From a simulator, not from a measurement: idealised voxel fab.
Module name: voxel spacer lines (process module)
The cross-section shown here is cut; it is 165 nm wide and divided into square cells measuring 5 nm on a side.
Cross-section format: a grid of square cells, given as bands from top to bottom; each band is one or more rows of cells. The band entry comprises the height of the band's top followed by the height of its bottom, expressed in nm, and subsequently the band's materials from left to right, each stated together with its width in nm. Where a single material is marked with the word "everywhere", that material fills the band from edge to edge. The word "blank" represents empty space. Zero point of the height axis is 0; under it, received wafer = one material. Lowest band: continues down indefinitely, "top 0, no bottom". Graded width ("30..40"): value in top row of band = first number; value in bottom row = second number; row-to-row change constant. No cell of the cross-section changed in a step that is given as "stayed the same". Voids not open to the top, 8 cells minimum: see "Enclosed internal voids". Written width x height at distance; distance is from the left edge; nm. That trailing text on a step's line, after the settings, is the simulator's own remark on the step. overlay nm: step with mask; distance mask lay right of planned place; negative value = left of planned place.

So here's the lineup of process steps we planned
step 1: RECEIVE with material Si
step 2: CONFORMAL_DEP with material Al2O3, thk nm 5
step 3: DIRECTIONAL_DEP with material polySi, thk nm 15
step 4: DIRECTIONAL_DEP with material aC, thk nm 25
step 5: PATTERN with tone cover, mask id MANDREL, material resist, width nm 20, pitch nm 60, thk nm 30, overlay nm 0
step 6: DIRECTIONAL_ETCH with etch materials aC, depth nm 25
step 7: STRIP with etch materials resist
step 8: CONFORMAL_DEP with material SiO2, thk nm 10
step 9: DIRECTIONAL_ETCH with etch materials SiO2, depth nm 10
step 10: STRIP with etch materials aC
step 11: DIRECTIONAL_ETCH with etch materials polySi, depth nm 15
step 12: STRIP with etch materials SiO2

This is the cross-section of the wafer as we received it, i.e. after step 1
    top 0, no bottom | Si everywhere
    Enclosed internal voids: none

End-of-module cross-section of the first of two wafers, processed as planned
    top 20, bottom 5 | blank=30 | polySi=10 | blank=20 | polySi=10 | blank=20 | polySi=10 | blank=20 | polySi=10 | blank=35
    top 5, bottom 0 | Al2O3 everywhere
    top 0, no bottom | Si everywhere
    Enclosed internal voids: none

The second wafer, shown in cross-section after the module: started the same way as the first and given the same plan, yet one mistake crept into how it was run
    top 10, bottom 5 | blank=30 | polySi=10 | blank=20 | polySi=10 | blank=20 | polySi=10 | blank=20 | polySi=10 | blank=35
    top 5, bottom 0 | Al2O3 everywhere
    top 0, no bottom | Si everywhere
    Enclosed internal voids: none
Here's what went sideways: step 3 did not happen as planned, as run it was DIRECTIONAL_DEP with material polySi, thk nm 5
Looking at both finished wafers in cells, the second ends up ahead of or behind the first on some materials: 16 fewer of polySi
